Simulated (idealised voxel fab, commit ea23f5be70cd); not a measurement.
Process module under the name voxel lift off
Cross-section cut spans 260 nm and uses square cells 5 nm in size.
In what follows, cross-sections appear as grids of square cells, described through bands that run from the top down, where every band is one or more rows of cells.
Top height, bottom height, nm. Materials left to right, width each, nm. Single material + "edge to edge" = fills band edge to edge. "blank" = empty.
The level at which height equals 0 is the one under which the wafer, as it arrives, is entirely one material. No lower edge exists for the bottom band, which continues downward and is notated as in "0 down".
So if you see something like "30 to 40" for the width, read it as the top row of the band sitting at the first number and the bottom row at the second, with every row in between moving by the same amount as the last.
Step marked "no modification"? Then no cell in the cross-section changed in it.
If an empty space has no open way to the top and is at least 8 cells in size, "Fully enclosed voids" lists it, written width x height at distance, where distance is measured from the left edge and every value is in nm.
Read whatever lies past the settings on a step's line as the simulator's own remark about the step.
You can add "overlay nm" to a step's line. For a step with a mask, it describes how far the mask lay to the right of its planned position, and a negative number describes a lay to the left.
INTENDED PROCESS STEPS
1,RECEIVE: material Si
2,CONFORMAL_DEP: material SiO2, thk nm 5
3,PATTERN: tone open, mask id LINES, material resist, width nm 25, pitch nm 45, thk nm 20, overlay nm 0
4,DIRECTIONAL_DEP: material Ru, thk nm 10
5,STRIP: etch materials resist
6,CONFORMAL_DEP: material SiCN, thk nm 10
SHOWN IN CROSS-SECTION IS THE WAFER AS RECEIVED, THAT IS, AS IT STANDS AFTER STEP 1
- 0 down | Si edge to edge
- Fully enclosed voids: none
LOOK AT THE CROSS-SECTION AFTER THE MODULE: THE WAFER STARTED OUT THE WAY SHOWN ABOVE AND THE PLAN WAS THE ONE SHOWN ABOVE, YET ONE MISTAKE WAS MADE ALONG THE WAY
- 25 to 15 | 55 blank; 135 SiCN; 70 blank
- 15 to 5 | 65 SiCN; 25 Ru; 20 SiCN; 25 Ru; 20 SiCN; 25 Ru; 80 SiCN
- 5 to 0 | SiO2 edge to edge
- 0 down | Si edge to edge
- Fully enclosed voids: none
Plan not followed: step 3: run off-plan, actual operation and settings PATTERN: tone open, mask id LINES, material resist, width nm 25, pitch nm 45, thk nm 20, overlay nm -5
